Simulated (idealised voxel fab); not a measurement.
Herein follows the process module entitled voxel air gaps.
The cross-section on display is named cut; it measures 300 nm wide, and its cells are 5 nm squares.
Cross-section spec: square-cell grid; bands listed top down; each band is one or more rows.
Heads up on the band format: heights come first, top then bottom, in nm. After that it's the materials left to right, each with its width in nm. A single material flagged "throughout" fills the whole band edge to edge, and "blank" means there's empty space there.
Note: height 0 marks the level under which the wafer is uniformly one material as received. Lowest band unbounded below, written "0 -> down".
Top row gets the first number, bottom row gets the second, and each row in between changes by the same step: that is how a band width like "30->40" works.
Key: "nothing got changed" - step with no changed cell in the cross-section.
The list in "Sealed void listing" covers empty spaces of 8 cells or more that cannot reach the top through any open way, and it gives each as width x height at distance; the distance is from the left edge, and width, height and distance are in nm.
Heads up: the bit after the settings on a step's line is the simulator's remark on that step.
Steps that use a mask can have "overlay nm" on their line. It says how far the mask sat to the right of where it was meant to be. Negative means to the left.

Intended process steps:
1,op RECEIVE | material Si
2,op CONFORMAL_DEP | material SiO2 | thk nm 10
3,op CONFORMAL_DEP | material SiN | thk nm 5
4,op DIRECTIONAL_DEP | material lowk | thk nm 40
5,op MASKED_ETCH | tone open | mask id LINES | width nm 15 | pitch nm 45 | etch materials lowk | depth nm 40 | overlay nm 0
6,op CONFORMAL_DEP | material TiN | thk nm 5
7,op FILL_DEP | material Ru | thk nm 10
8,op CMP | height nm 55
9,op EPI | material Ru | thk nm 10
10,op SELECTIVE_ETCH | etch materials lowk | depth nm 50
11,op CONFORMAL_DEP | material SiN | thk nm 5

First of two wafers - as planned:

Incoming wafer in cross-section (state: after step 1):
	0 -> down: Si throughout
	Sealed void listing: none

Wafer after step 2 (cross-section):
	10 -> 0: SiO2 throughout
	Unchanged below 0.

Wafer after step 3 (cross-section):
	15 -> 10: SiN throughout
	Unchanged below 10.

Wafer after step 4 (cross-section):
	55 -> 15: lowk throughout
	Unchanged below 15.

Wafer after step 5 (cross-section):
	55 -> 15: lowk 95 nm | blank 15 nm | lowk 30 nm | blank 15 nm | lowk 30 nm | blank 15 nm | lowk 100 nm
	Unchanged below 15.

Wafer after step 6 (cross-section):
	60 -> 55: TiN 100 nm | blank 5 nm | TiN 40 nm | blank 5 nm | TiN 40 nm | blank 5 nm | TiN 105 nm
	55 -> 20: lowk 95 nm | TiN 5 nm | blank 5 nm | TiN 5 nm | lowk 30 nm | TiN 5 nm | blank 5 nm | TiN 5 nm | lowk 30 nm | TiN 5 nm | blank 5 nm | TiN 5 nm | lowk 100 nm
	20 -> 15: lowk 95 nm | TiN 15 nm | lowk 30 nm | TiN 15 nm | lowk 30 nm | TiN 15 nm | lowk 100 nm
	Unchanged below 15.

Wafer after step 7 (cross-section):
	70 -> 60: Ru throughout
	60 -> 55: TiN 100 nm | Ru 5 nm | TiN 40 nm | Ru 5 nm | TiN 40 nm | Ru 5 nm | TiN 105 nm
	55 -> 20: lowk 95 nm | TiN 5 nm | Ru 5 nm | TiN 5 nm | lowk 30 nm | TiN 5 nm | Ru 5 nm | TiN 5 nm | lowk 30 nm | TiN 5 nm | Ru 5 nm | TiN 5 nm | lowk 100 nm
	Unchanged below 20.

Wafer after step 8 (cross-section):
	55 -> 20: lowk 95 nm | TiN 5 nm | Ru 5 nm | TiN 5 nm | lowk 30 nm | TiN 5 nm | Ru 5 nm | TiN 5 nm | lowk 30 nm | TiN 5 nm | Ru 5 nm | TiN 5 nm | lowk 100 nm
	Unchanged below 20.

Wafer after step 9 (cross-section):
	65 -> 55: blank 85 nm | Ru 35 nm | blank 10 nm | Ru 35 nm | blank 10 nm | Ru 35 nm | blank 90 nm
	Unchanged below 55.

Wafer after step 10 (cross-section):
	65 -> 55: blank 85 nm | Ru 35 nm | blank 10 nm | Ru 35 nm | blank 10 nm | Ru 35 nm | blank 90 nm
	55 -> 20: blank 95 nm | TiN 5 nm | Ru 5 nm | TiN 5 nm | blank 30 nm | TiN 5 nm | Ru 5 nm | TiN 5 nm | blank 30 nm | TiN 5 nm | Ru 5 nm | TiN 5 nm | blank 100 nm
	20 -> 15: blank 95 nm | TiN 15 nm | blank 30 nm | TiN 15 nm | blank 30 nm | TiN 15 nm | blank 100 nm
	Unchanged below 15.

Wafer after step 11 (cross-section):
	70 -> 65: blank 80 nm | SiN 135 nm | blank 85 nm
	65 -> 55: blank 80 nm | SiN 5 nm | Ru 35 nm | SiN 10 nm | Ru 35 nm | SiN 10 nm | Ru 35 nm | SiN 5 nm | blank 85 nm
	55 -> 50: blank 80 nm | SiN 15 nm | TiN 5 nm | Ru 5 nm | TiN 5 nm | SiN 30 nm | TiN 5 nm | Ru 5 nm | TiN 5 nm | SiN 30 nm | TiN 5 nm | Ru 5 nm | TiN 5 nm | SiN 15 nm | blank 85 nm
	50 -> 20: blank 90 nm | SiN 5 nm | TiN 5 nm | Ru 5 nm | TiN 5 nm | SiN 5 nm | blank 20 nm | SiN 5 nm | TiN 5 nm | Ru 5 nm | TiN 5 nm | SiN 5 nm | blank 20 nm | SiN 5 nm | TiN 5 nm | Ru 5 nm | TiN 5 nm | SiN 5 nm | blank 95 nm
	20 -> 15: SiN 95 nm | TiN 15 nm | SiN 30 nm | TiN 15 nm | SiN 30 nm | TiN 15 nm | SiN 100 nm
	Unchanged below 15.
	Sealed void listing: 20 x 30 at 115; 20 x 30 at 160

Notes, second wafer: start = first wafer's, plan = first wafer's, execution had one mistake; history identical to first through step 4:

Cross-section of the second wafer corresponding to the planned conclusion of step 5:
	55 -> 15: blank 95 nm | lowk 15 nm | blank 30 nm | lowk 15 nm | blank 30 nm | lowk 15 nm | blank 100 nm
	Unchanged below 15.

Cross-section of the second wafer corresponding to the planned conclusion of step 6:
	60 -> 55: blank 90 nm | TiN 25 nm | blank 20 nm | TiN 25 nm | blank 20 nm | TiN 25 nm | blank 95 nm
	55 -> 20: blank 90 nm | TiN 5 nm | lowk 15 nm | TiN 5 nm | blank 20 nm | TiN 5 nm | lowk 15 nm | TiN 5 nm | blank 20 nm | TiN 5 nm | lowk 15 nm | TiN 5 nm | blank 95 nm
	20 -> 15: TiN 95 nm | lowk 15 nm | TiN 30 nm | lowk 15 nm | TiN 30 nm | lowk 15 nm | TiN 100 nm
	Unchanged below 15.

Cross-section of the second wafer corresponding to the planned conclusion of step 7:
	70 -> 60: Ru throughout
	60 -> 55: Ru 90 nm | TiN 25 nm | Ru 20 nm | TiN 25 nm | Ru 20 nm | TiN 25 nm | Ru 95 nm
	55 -> 20: Ru 90 nm | TiN 5 nm | lowk 15 nm | TiN 5 nm | Ru 20 nm | TiN 5 nm | lowk 15 nm | TiN 5 nm | Ru 20 nm | TiN 5 nm | lowk 15 nm | TiN 5 nm | Ru 95 nm
	Unchanged below 20.

Cross-section of the second wafer corresponding to the planned conclusion of step 8:
	55 -> 20: Ru 90 nm | TiN 5 nm | lowk 15 nm | TiN 5 nm | Ru 20 nm | TiN 5 nm | lowk 15 nm | TiN 5 nm | Ru 20 nm | TiN 5 nm | lowk 15 nm | TiN 5 nm | Ru 95 nm
	Unchanged below 20.

Cross-section of the second wafer corresponding to the planned conclusion of step 9:
	65 -> 55: Ru throughout
	Unchanged below 55.

Cross-section of the second wafer corresponding to the planned conclusion of step 10: nothing got changed

Cross-section of the second wafer corresponding to the planned conclusion of step 11:
	70 -> 65: SiN throughout
	Unchanged below 65.
Nonconformance to the process plan: rather than as planned, step 5 actually ran as op MASKED_ETCH | tone cover | mask id LINES | width nm 15 | pitch nm 45 | etch materials lowk | depth nm 40 | overlay nm 0
Final wafer comparison in cells, second versus first, more or fewer per material: Ru +372 | SiN -84 | TiN +42 | lowk +72
At process end, closed voids number 2 in the first wafer and 0 in the second wafer.
